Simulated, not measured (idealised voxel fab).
process module | voxel wiring stack
cross-section cut | 270 nm wide | cells 5 nm
A cross-section is a grid of square cells, given in bands from the top down. A band is one or more rows of cells.
Each band's line starts with the height of the band's top and of its bottom, in nm. Then come its materials from left to right, each with its width in nm. One material with "throughout" fills the band from edge to edge. "air" is empty space.
Height 0 is the level under which the wafer as received is all one material. The lowest band goes on downwards, as in "0 down".
A width such as "30 to 40" changes by the same amount from each row of cells to the next, from the band's top row to its bottom row.
"no change" after a step means that no cell of the cross-section changed.
closed voids: empty space of 8 cells or more with no open way to the top, each as width x height at its distance from the left edge, in nm
after a step's settings: what the simulator itself notes on the step
overlay nm, on a step with a mask: how far to the right of its planned place the mask lay; to the left if negative
plan
1 op RECEIVE | material Si
2 op CONFORMAL_DEP | material SiO2 | thk nm 15
3 op DIRECTIONAL_DEP | material TiN | thk nm 5
4 op DIRECTIONAL_DEP | material Ru | thk nm 20
5 op MASKED_ETCH | tone cover | mask id METAL_1 | width nm 25 | pitch nm 45 | etch materials Ru | depth nm 20 | overlay nm 0
6 op MASKED_ETCH | tone cover | mask id METAL_1 | width nm 25 | pitch nm 45 | etch materials TiN | depth nm 5 | overlay nm 0
7 op CONFORMAL_DEP | material SiCN | thk nm 5
8 op FILL_DEP | material SiO2 | thk nm 10
9 op CMP | height nm 40
10 op CONFORMAL_DEP | material SiCN | thk nm 5
11 op DIRECTIONAL_DEP | material lowk | thk nm 30
12 op DIRECTIONAL_DEP | material aC | thk nm 10
13 op PATTERN | tone open | mask id METAL_2_HOLES | material resist | width nm 15 | pitch nm 45 | thk nm 25 | overlay nm 0
14 op DIRECTIONAL_ETCH | etch materials aC | depth nm 10
15 op STRIP | etch materials resist
16 op DIRECTIONAL_ETCH | etch materials lowk | depth nm 30
17 op STRIP | etch materials aC
18 op MASKED_ETCH | tone open | mask id METAL_2 | width nm 25 | pitch nm 45 | etch materials lowk | depth nm 15 | overlay nm 0
19 op MASKED_ETCH | tone open | mask id METAL_2 | width nm 25 | pitch nm 45 | etch materials SiCN | depth nm 5 | overlay nm 0
20 op CONFORMAL_DEP | material TiN | thk nm 5
21 op FILL_DEP | material Ru | thk nm 10
22 op CMP | height nm 75
23 op CONFORMAL_DEP | material SiCN | thk nm 5
24 op DIRECTIONAL_DEP | material lowk | thk nm 10
25 op PATTERN | tone open | mask id PLUG_2 | material resist | width nm 15 | pitch nm 45 | thk nm 20 | overlay nm 0
26 op DIRECTIONAL_ETCH | etch materials lowk | depth nm 10
27 op DIRECTIONAL_ETCH | etch materials SiCN | depth nm 5
28 op STRIP | etch materials resist
29 op EPI | material Ru | thk nm 10
30 op EPI | material Ru | thk nm 5
31 op DIRECTIONAL_DEP | material TiN | thk nm 5
32 op DIRECTIONAL_DEP | material W | thk nm 25
33 op MASKED_ETCH | tone cover | mask id METAL_3 | width nm 25 | pitch nm 45 | etch materials W | depth nm 25 | overlay nm 0
34 op MASKED_ETCH | tone cover | mask id METAL_3 | width nm 25 | pitch nm 45 | etch materials TiN | depth nm 5 | overlay nm 0
35 op FILL_DEP | material lowk | thk nm 10
36 op CMP | height nm 120
37 op CONFORMAL_DEP | material SiCN | thk nm 5
as received, after step 1
  0 down: Si throughout
  closed voids: none
a wafer at the end: this start, this plan, one mistake
  125 to 120: SiCN throughout
  120 to 95: lowk 75 | W 25 | lowk 20 | W 25 | lowk 20 | W 25 | lowk 80
  95 to 90: lowk 75 | TiN 25 | lowk 20 | TiN 25 | lowk 20 | TiN 25 | lowk 80
  90 to 80: lowk 75 | Ru 15 | lowk 30 | Ru 15 | lowk 30 | Ru 15 | lowk 90
  80 to 75: SiCN 75 | Ru 15 | SiCN 30 | Ru 15 | SiCN 30 | Ru 15 | SiCN 90
  75 to 65: lowk 75 | TiN 5 | Ru 15 | TiN 5 | lowk 20 | TiN 5 | Ru 15 | TiN 5 | lowk 20 | TiN 5 | Ru 15 | TiN 5 | lowk 80
  65 to 60: lowk 75 | TiN 15 | Ru 5 | TiN 5 | lowk 20 | TiN 15 | Ru 5 | TiN 5 | lowk 20 | TiN 15 | Ru 5 | TiN 5 | lowk 80
  60 to 45: lowk 85 | TiN 5 | Ru 5 | TiN 5 | lowk 30 | TiN 5 | Ru 5 | TiN 5 | lowk 30 | TiN 5 | Ru 5 | TiN 5 | lowk 80
  45 to 40: SiCN 85 | TiN 15 | SiCN 30 | TiN 15 | SiCN 30 | TiN 15 | SiCN 80
  40 to 20: SiO2 70 | SiCN 5 | Ru 25 | SiCN 5 | SiO2 10 | SiCN 5 | Ru 25 | SiCN 5 | SiO2 10 | SiCN 5 | Ru 25 | SiCN 5 | SiO2 75
  20 to 15: SiCN 75 | TiN 25 | SiCN 20 | TiN 25 | SiCN 20 | TiN 25 | SiCN 80
  15 to 0: SiO2 throughout
  0 down: Si throughout
  closed voids: none
what went wrong: step 13 ran as: op PATTERN | tone open | mask id METAL_2_HOLES | material resist | width nm 15 | pitch nm 45 | thk nm 25 | overlay nm 10
